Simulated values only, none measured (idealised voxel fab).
A process module follows: voxel self aligned vias.
Square cell edge 5 nm, section width 285 nm, ID cut.
The cross-sections in this document take the form of a grid made of square cells. They are written out as bands, in order from top to bottom. Each band consists of one or more rows of cells. Top, bottom (nm), then materials left to right with widths (nm); lone material tagged "full width" fills the whole band edge to edge; "air" = empty space. Below 0: as-received wafer, all one material; heights counted from there. Lowest band: no bottom, goes on down, written "top 0, no bottom". A two-number width, for instance "30->40", indicates that the width is equal to the first number in the top row of the band and to the second number in the bottom row, and that it changes by a constant amount per row of cells. "remained unchanged" means the step left every cell of the cross-section as it was. The entry "Trapped voids" lists the empty spaces that cover at least 8 cells and have no open path to the top. Each is written as width x height at distance, where the distance is measured from the left edge and all three values are in nm. That trailing text on a step's line, after the settings, is the simulator's own remark on the step. For masked steps, "overlay nm" on the step line gives how far right of plan the mask actually lay; a minus sign means it lay to the left.
Steps planned for the process
1) RECEIVE: material Si
2) CONFORMAL_DEP: material SiO2, thk nm 15
3) CONFORMAL_DEP: material SiCN, thk nm 5
4) DIRECTIONAL_DEP: material lowk, thk nm 25
5) MASKED_ETCH: tone open, mask id LINES, width nm 30, pitch nm 60, etch materials lowk, depth nm 25, overlay nm 0
6) CONFORMAL_DEP: material TiN, thk nm 5
7) FILL_DEP: material W, thk nm 10
8) CMP: height nm 45
9) SELECTIVE_ETCH: etch materials W Ru TiN, depth nm 5
10) FILL_DEP: material SiN, thk nm 5
11) CMP: height nm 45
12) DIRECTIONAL_DEP: material lowk, thk nm 20
13) MASKED_ETCH: tone open, mask id VIAS, width nm 40, pitch nm 60, etch materials lowk, depth nm 20, overlay nm 0
14) MASKED_ETCH: tone open, mask id VIAS, width nm 40, pitch nm 60, etch materials SiN, depth nm 5, overlay nm 0
15) CONFORMAL_DEP: material TiN, thk nm 5
16) FILL_DEP: material Cu, thk nm 5
17) CMP: height nm 65
18) CONFORMAL_DEP: material SiCN, thk nm 5
As received, after step 1
- top 0, no bottom | Si full width
- Trapped voids: none
End state of the module in cross-section, given the above starting point and plan and one mistake in execution
- top 70, bottom 65 | TiN full width
- top 65, bottom 50 | 60 of lowk; 5 of TiN; 30 of Cu; 5 of TiN; 20 of lowk; 5 of TiN; 30 of Cu; 5 of TiN; 20 of lowk; 5 of TiN; 30 of Cu; 5 of TiN; 65 of lowk
- top 50, bottom 45 | 60 of lowk; 10 of TiN; 20 of Cu; 10 of TiN; 20 of lowk; 10 of TiN; 20 of Cu; 10 of TiN; 20 of lowk; 10 of TiN; 20 of Cu; 10 of TiN; 65 of lowk
- top 45, bottom 40 | 65 of lowk; 30 of TiN; 30 of lowk; 30 of TiN; 30 of lowk; 30 of TiN; 70 of lowk
- top 40, bottom 25 | 65 of lowk; 5 of TiN; 20 of W; 5 of TiN; 30 of lowk; 5 of TiN; 20 of W; 5 of TiN; 30 of lowk; 5 of TiN; 20 of W; 5 of TiN; 70 of lowk
- top 25, bottom 20 | 65 of lowk; 30 of TiN; 30 of lowk; 30 of TiN; 30 of lowk; 30 of TiN; 70 of lowk
- top 20, bottom 15 | SiCN full width
- top 15, bottom 0 | SiO2 full width
- top 0, no bottom | Si full width
- Trapped voids: none
Heads up, the wafer didn't run the way we planned it: step 18 off recipe, ran as CONFORMAL_DEP: material TiN, thk nm 5
